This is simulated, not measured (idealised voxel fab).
Documented hereafter: the process module known as voxel gate over fins.
Each square cell in cross-section cut measures 5 nm, and the section as a whole is 250 nm wide.
Square cells in a grid make up a cross-section in this document, and the grid is given as bands, listed from the top down, each one or more rows of cells.
First you get the band's top height and its bottom height, in nm, and then the materials it's made of, left to right, with each width in nm. If you see a single material with "all across", that one covers the band edge to edge. "empty" is empty space.
The reference from which all heights are counted is 0, the level beneath which the as-received wafer is entirely one material; the lowest band, having no lower bound, proceeds downward and is written after the example "z 0 and below".
The width entry "30->40" should be interpreted row by row: the top row of cells in the band takes the first number, the bottom row takes the second number, and the change between adjacent rows is uniform throughout.
Any step labelled "remains unaltered" changed none of the cells in the cross-section.
This entry, "Sealed cavities", enumerates those empty regions of no fewer than 8 cells that possess no open connection to the top. Each region is reported in the form width x height at distance, the distance being taken from the left edge, with all three quantities expressed in nm.
If you see something after the settings on a step's line, that's the simulator's own remark about that step.
For masked steps, "overlay nm" on the step line gives how far right of plan the mask actually lay; a minus sign means it lay to the left.
### Steps planned for the process
1 RECEIVE: material Si
2 CONFORMAL_DEP: material SiN, thk nm 10
3 DIRECTIONAL_DEP: material aC, thk nm 15
4 PATTERN: tone cover, mask id FINS, material resist, width nm 15, pitch nm 55, thk nm 35, overlay nm 0
5 DIRECTIONAL_ETCH: etch materials aC, depth nm 15
6 STRIP: etch materials resist
7 DIRECTIONAL_ETCH: etch materials SiN, depth nm 10
8 DIRECTIONAL_ETCH: etch materials Si, depth nm 30
9 STRIP: etch materials aC
10 OXIDIZE: depth nm 5
11 FILL_DEP: material SiO2, thk nm 10
12 CMP: height nm 10
13 DIRECTIONAL_DEP: material aC, thk nm 15
14 PATTERN: tone open, mask id RAIL, material resist, width nm 15, thk nm 30, overlay nm 0
15 DIRECTIONAL_ETCH: etch materials aC, depth nm 15
16 STRIP: etch materials resist
17 DIRECTIONAL_ETCH: etch materials SiO2, depth nm 35
18 STRIP: etch materials aC
19 CONFORMAL_DEP: material TiN, thk nm 5
20 FILL_DEP: material Ru, thk nm 5
21 CMP: height nm 10
22 SELECTIVE_ETCH: etch materials W Ru TiN, depth nm 30
23 FILL_DEP: material SiO2, thk nm 5
24 CMP: height nm 10
25 SELECTIVE_ETCH: etch materials SiO2, depth nm 20
26 STRIP: etch materials SiN
27 CONFORMAL_DEP: material HfO2, thk nm 5
28 CONFORMAL_DEP: material TiN, thk nm 5
29 FILL_DEP: material W, thk nm 15
30 CMP: height nm 20
31 CONFORMAL_DEP: material SiN, thk nm 10
### Here's what the wafer looked like in cross-section when it arrived - that's after step 1
  z 0 and below | Si all across
  Sealed cavities: none
### This is how the wafer looks in cross-section once the module is done, given the starting state and plan above and one mistake in carrying the plan out
  z 30 to 20 | SiN all across
  z 20 to 5 | W all across
  z 5 to 0 | W (90); TiN (15); W (40); TiN (15); W (90)
  z 0 to -5 | W (90); TiN (5); Si (5); TiN (5); W (40); TiN (5); Si (5); TiN (5); W (90)
  z -5 to -10 | TiN (95); Si (5); TiN (50); Si (5); TiN (95)
  z -10 to -20 | SiO2 (95); Si (5); SiO2 (50); Si (5); SiO2 (95)
  z -20 to -25 | SiO2 (95); Si (5); SiO2 (15); TiN (15); SiO2 (20); Si (5); SiO2 (95)
  z -25 to -35 | SiO2 (95); Si (5); SiO2 (50); Si (5); SiO2 (95)
  z -35 and below | Si all across
  Sealed cavities: none
Run error: the plan's step 27 went unexecuted, having been skipped
